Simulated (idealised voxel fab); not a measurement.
A process module follows: voxel capacitor over wiring.
Section shown: cut. Width: 275 nm. Cell size: 5 nm, square.
Cross-section format: a grid of square cells, given as bands from top to bottom; each band is one or more rows of cells.
For a band, the entry starts with two heights in nm, that of the top and then that of the bottom, and carries on with the band's materials in order from left to right, each alongside its width in nm; the word "everywhere" beside a single material means it fills the band edge to edge, and "blank" means empty space.
It should be noted that heights are counted from 0, beneath which the wafer as supplied is of one material throughout, and that the lowest band possesses no lower boundary but continues downward, as written in "0 and below".
Top row gets the first number, bottom row gets the second, and each row in between changes by the same step: that is how a band width like "30..40" works.
A step reported as "remained unchanged" is a step in which no cell of the cross-section changed.
Under "Closed void listing" you'll find the enclosed gaps, the ones with no way out to the top, that are 8 cells or bigger; each reads width x height at distance, with distance counted from the left edge, everything in nm.
Formally, on a step line, whatever follows the settings is a remark that the simulator itself makes on the step.
You can add "overlay nm" to a step's line. For a step with a mask, it describes how far the mask lay to the right of its planned position, and a negative number describes a lay to the left.

## Intended process steps
1 RECEIVE, material Si
2 CONFORMAL_DEP, material SiO2, thk nm 10
3 DIRECTIONAL_DEP, material TiN, thk nm 5
4 DIRECTIONAL_DEP, material W, thk nm 15
5 DIRECTIONAL_DEP, material aC, thk nm 15
6 PATTERN, tone cover, mask id METAL_1, material resist, width nm 15, pitch nm 80, thk nm 35, overlay nm 0
7 DIRECTIONAL_ETCH, etch materials aC, depth nm 15
8 STRIP, etch materials resist
9 DIRECTIONAL_ETCH, etch materials W, depth nm 15
10 DIRECTIONAL_ETCH, etch materials TiN, depth nm 5
11 STRIP, etch materials aC
12 CONFORMAL_DEP, material SiCN, thk nm 5
13 FILL_DEP, material SiO2, thk nm 10
14 CMP, height nm 30
15 CONFORMAL_DEP, material SiCN, thk nm 5
16 DIRECTIONAL_DEP, material SiO2, thk nm 10
17 MASKED_ETCH, tone open, mask id PLUG_1, width nm 15, etch materials SiO2, depth nm 10, overlay nm 0
18 MASKED_ETCH, tone open, mask id PLUG_1, width nm 15, etch materials SiCN, depth nm 5, overlay nm 0
19 EPI, material Ru, thk nm 10
20 EPI, material Ru, thk nm 5
21 DIRECTIONAL_DEP, material TiN, thk nm 10
22 DIRECTIONAL_DEP, material HfO2, thk nm 5
23 DIRECTIONAL_DEP, material TiN, thk nm 5
24 DIRECTIONAL_DEP, material aC, thk nm 15
25 PATTERN, tone cover, mask id UPPER_PLATE, material resist, width nm 60, thk nm 30, overlay nm 0
26 DIRECTIONAL_ETCH, etch materials aC, depth nm 15
27 STRIP, etch materials resist
28 DIRECTIONAL_ETCH, etch materials TiN, depth nm 5
29 DIRECTIONAL_ETCH, etch materials HfO2, depth nm 5
30 STRIP, etch materials aC
31 MASKED_ETCH, tone cover, mask id LOWER_PLATE, width nm 70, etch materials TiN, depth nm 10, overlay nm 0
32 FILL_DEP, material SiO2, thk nm 20
33 CMP, height nm 80
34 DIRECTIONAL_DEP, material aC, thk nm 10
35 PATTERN, tone open, mask id PLUG_2, material resist, width nm 15, thk nm 30, overlay nm 0
36 DIRECTIONAL_ETCH, etch materials aC, depth nm 10
37 STRIP, etch materials resist
38 DIRECTIONAL_ETCH, etch materials SiO2, depth nm 15
39 STRIP, etch materials aC
40 CONFORMAL_DEP, material TiN, thk nm 5
41 FILL_DEP, material W, thk nm 5
42 CMP, height nm 80
43 CONFORMAL_DEP, material SiCN, thk nm 5
The wafers in this document start out alike and differ in the width nm applied at step 6; the plan shows the value used for the first wafer.

## The first of several wafers, as received after step 1, seen in section
	0 and below  Si everywhere
	Closed void listing: none

## Take any row and you have a wafer at the end of the module: how many cells of each material it has gained (+) or lost (-) since it was received, and then its closed voids
width nm 15, +12 HfO2, +9 Ru, +168 SiCN, +673 SiO2, +53 TiN, +20 W, Closed void listing: none
width nm 20, +12 HfO2, +9 Ru, +166 SiCN, +667 SiO2, +55 TiN, +26 W, Closed void listing: none
width nm 25, +12 HfO2, +9 Ru, +164 SiCN, +661 SiO2, +57 TiN, +32 W, Closed void listing: none
width nm 30, +12 HfO2, +9 Ru, +162 SiCN, +655 SiO2, +59 TiN, +38 W, Closed void listing: none
width nm 35, +12 HfO2, +9 Ru, +160 SiCN, +649 SiO2, +61 TiN, +44 W, Closed void listing: none
width nm 40, +12 HfO2, +9 Ru, +158 SiCN, +643 SiO2, +63 TiN, +50 W, Closed void listing: none
